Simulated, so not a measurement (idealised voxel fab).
process module | voxel transistor to metal
cross-section cut | 150 nm wide | cells 5 nm
A cross-section is a grid of square cells, given in bands from the top down. A band is one or more rows of cells.
Each band's line starts with the height of the band's top and of its bottom, in nm. Then come its materials from left to right, each with its width in nm. One material with "throughout" fills the band from edge to edge. "air" is empty space.
Height 0 is the level under which the wafer as received is all one material. The lowest band goes on downwards, as in "0 down".
A width such as "30 to 40" changes by the same amount from each row of cells to the next, from the band's top row to its bottom row.
"no change" after a step means that no cell of the cross-section changed.
closed voids: empty space of 8 cells or more with no open way to the top, each as width x height at its distance from the left edge, in nm
after a step's settings: what the simulator itself notes on the step
overlay nm, on a step with a mask: how far to the right of its planned place the mask lay; to the left if negative
plan
1 op RECEIVE | material Si
2 op OXIDIZE | depth nm 5
3 op CONFORMAL_DEP | material SiN | thk nm 15
4 op PATTERN | tone cover | mask id ACTIVE | material resist | width nm 115 | thk nm 15 | overlay nm 0
5 op DIRECTIONAL_ETCH | etch materials SiN | depth nm 15
6 op DIRECTIONAL_ETCH | etch materials SiO2 | depth nm 5
7 op DIRECTIONAL_ETCH | etch materials Si | depth nm 35
8 op STRIP | etch materials resist
9 op FILL_DEP | material SiO2 | thk nm 15
10 op CMP | height nm 15
11 op SELECTIVE_ETCH | etch materials SiO2 | depth nm 5
12 op STRIP | etch materials SiN
13 op SELECTIVE_ETCH | etch materials SiO2 | depth nm 5
14 op OXIDIZE | depth nm 5
15 op DIRECTIONAL_DEP | material polySi | thk nm 30
16 op DIRECTIONAL_DEP | material SiCN | thk nm 15
17 op DIRECTIONAL_DEP | material aC | thk nm 15
18 op PATTERN | tone cover | mask id GATE | material resist | width nm 35 | thk nm 35 | overlay nm 0
19 op DIRECTIONAL_ETCH | etch materials aC | depth nm 15
20 op STRIP | etch materials resist
21 op DIRECTIONAL_ETCH | etch materials SiCN | depth nm 25
22 op DIRECTIONAL_ETCH | etch materials polySi | depth nm 40
23 op STRIP | etch materials aC
24 op CONFORMAL_DEP | material SiO2 | thk nm 5
25 op DIRECTIONAL_ETCH | etch materials SiO2 | depth nm 5
26 op CONFORMAL_DEP | material SiN | thk nm 5
27 op DIRECTIONAL_ETCH | etch materials SiN | depth nm 5
28 op DIRECTIONAL_ETCH | etch materials SiO2 | depth nm 5
29 op DIRECTIONAL_ETCH | etch materials Si | depth nm 5
30 op EPI | material nSi | thk nm 5
31 op FILL_DEP | material SiO2 | thk nm 5
32 op CMP | height nm 25
33 op STRIP | etch materials polySi
34 op SELECTIVE_ETCH | etch materials SiO2 | depth nm 5
35 op CONFORMAL_DEP | material HfO2 | thk nm 5
36 op CONFORMAL_DEP | material TiN | thk nm 5
37 op FILL_DEP | material W | thk nm 5
38 op CMP | height nm 20
39 op DIRECTIONAL_DEP | material SiO2 | thk nm 10
40 op MASKED_ETCH | tone open | mask id CONTACT | width nm 15 | pitch nm 90 | etch materials SiO2 | depth nm 40 | overlay nm 0
41 op CONFORMAL_DEP | material TiN | thk nm 5
42 op FILL_DEP | material W | thk nm 10
43 op CMP | height nm 30
44 op CONFORMAL_DEP | material SiCN | thk nm 5
45 op DIRECTIONAL_DEP | material lowk | thk nm 15
46 op PATTERN | tone open | mask id METAL_1 | material resist | width nm 15 | pitch nm 90 | thk nm 15 | overlay nm 0
47 op DIRECTIONAL_ETCH | etch materials lowk | depth nm 15
48 op DIRECTIONAL_ETCH | etch materials SiCN | depth nm 5
49 op STRIP | etch materials resist
50 op CONFORMAL_DEP | material TiN | thk nm 5
51 op FILL_DEP | material W | thk nm 5
52 op CMP | height nm 50
53 op EPI | material Ru | thk nm 5
54 op FILL_DEP | material SiCN | thk nm 5
55 op DIRECTIONAL_DEP | material SiO2 | thk nm 30
56 op DIRECTIONAL_DEP | material aC | thk nm 15
57 op PATTERN | tone open | mask id METAL_2 | material resist | width nm 15 | pitch nm 90 | thk nm 35 | overlay nm 0
58 op DIRECTIONAL_ETCH | etch materials aC | depth nm 15
59 op STRIP | etch materials resist
60 op DIRECTIONAL_ETCH | etch materials SiO2 | depth nm 15
61 op STRIP | etch materials aC
62 op MASKED_ETCH | tone open | mask id METAL_2_HOLES | width nm 15 | pitch nm 90 | etch materials SiO2 | depth nm 15 | overlay nm 0
63 op MASKED_ETCH | tone open | mask id METAL_2_HOLES | width nm 15 | pitch nm 90 | etch materials SiCN | depth nm 5 | overlay nm 0
64 op CONFORMAL_DEP | material TiN | thk nm 5
65 op FILL_DEP | material Cu | thk nm 10
66 op CMP | height nm 90
67 op CONFORMAL_DEP | material SiCN | thk nm 5
as received, after step 1
  0 down: Si throughout
  closed voids: none
first wafer at the end, as planned
  95 to 90: SiCN throughout
  90 to 60: SiO2 20 | TiN 5 | Cu 5 | TiN 5 | SiO2 75 | TiN 5 | Cu 5 | TiN 5 | SiO2 25
  60 to 55: SiCN 20 | TiN 15 | SiCN 75 | TiN 15 | SiCN 25
  55 to 50: SiCN 15 | Ru 25 | SiCN 65 | Ru 25 | SiCN 20
  50 to 35: lowk 20 | TiN 5 | W 5 | TiN 5 | lowk 75 | TiN 5 | W 5 | TiN 5 | lowk 25
  35 to 30: SiCN 20 | TiN 15 | SiCN 75 | TiN 15 | SiCN 25
  30 to 20: SiO2 20 | TiN 5 | W 5 | TiN 5 | SiO2 75 | TiN 5 | W 5 | TiN 5 | SiO2 25
  20 to 5: SiO2 20 | TiN 5 | W 5 | TiN 5 | SiO2 10 | SiN 5 | HfO2 5 | TiN 5 | W 25 | TiN 5 | HfO2 5 | SiN 5 | SiO2 10 | TiN 5 | W 5 | TiN 5 | SiO2 25
  5 to 0: SiO2 15 | SiN 5 | TiN 5 | W 5 | TiN 5 | SiO2 10 | SiN 5 | HfO2 5 | TiN 5 | W 25 | TiN 5 | HfO2 5 | SiN 5 | SiO2 10 | TiN 5 | W 5 | TiN 5 | SiN 5 | SiO2 20
  0 to -5: SiO2 15 | SiN 5 | TiN 15 | SiO2 10 | SiN 5 | HfO2 5 | TiN 35 | HfO2 5 | SiN 5 | SiO2 10 | TiN 15 | SiN 5 | SiO2 20
  -5 to -10: SiO2 20 | nSi 5 | TiN 10 | SiO2 5 | nSi 5 | SiO2 5 | HfO2 45 | SiO2 5 | nSi 5 | SiO2 5 | TiN 10 | nSi 5 | SiO2 25
  -10 to -15: SiO2 15 | Si 5 | nSi 25 | Si 55 | nSi 25 | Si 5 | SiO2 20
  -15 to -40: SiO2 15 | Si 115 | SiO2 20
  -40 down: Si throughout
  closed voids: none
second wafer at the end: like start, like plan, one mistake
  95 to 90: SiCN throughout
  90 to 80: SiO2 20 | TiN 5 | Cu 5 | TiN 5 | SiO2 75 | TiN 5 | Cu 5 | TiN 5 | SiO2 25
  80 to 75: SiO2 20 | TiN 15 | SiO2 75 | TiN 15 | SiO2 25
  75 to 60: aC throughout
  60 to 55: SiCN throughout
  55 to 50: SiCN 15 | Ru 25 | SiCN 65 | Ru 25 | SiCN 20
  50 to 35: lowk 20 | TiN 5 | W 5 | TiN 5 | lowk 75 | TiN 5 | W 5 | TiN 5 | lowk 25
  35 to 30: SiCN 20 | TiN 15 | SiCN 75 | TiN 15 | SiCN 25
  30 to 20: SiO2 20 | TiN 5 | W 5 | TiN 5 | SiO2 75 | TiN 5 | W 5 | TiN 5 | SiO2 25
  20 to 5: SiO2 20 | TiN 5 | W 5 | TiN 5 | SiO2 10 | SiN 5 | HfO2 5 | TiN 5 | W 25 | TiN 5 | HfO2 5 | SiN 5 | SiO2 10 | TiN 5 | W 5 | TiN 5 | SiO2 25
  5 to 0: SiO2 15 | SiN 5 | TiN 5 | W 5 | TiN 5 | SiO2 10 | SiN 5 | HfO2 5 | TiN 5 | W 25 | TiN 5 | HfO2 5 | SiN 5 | SiO2 10 | TiN 5 | W 5 | TiN 5 | SiN 5 | SiO2 20
  0 to -5: SiO2 15 | SiN 5 | TiN 15 | SiO2 10 | SiN 5 | HfO2 5 | TiN 35 | HfO2 5 | SiN 5 | SiO2 10 | TiN 15 | SiN 5 | SiO2 20
  -5 to -10: SiO2 20 | nSi 5 | TiN 10 | SiO2 5 | nSi 5 | SiO2 5 | HfO2 45 | SiO2 5 | nSi 5 | SiO2 5 | TiN 10 | nSi 5 | SiO2 25
  -10 to -15: SiO2 15 | Si 5 | nSi 25 | Si 55 | nSi 25 | Si 5 | SiO2 20
  -15 to -40: SiO2 15 | Si 115 | SiO2 20
  -40 down: Si throughout
  closed voids: none
what went wrong: steps 55 and 56 were swapped
at the end the second wafer has, in cells: 8 fewer of Cu | 6 more of SiCN | 72 fewer of SiO2 | 16 fewer of TiN | 90 more of aC
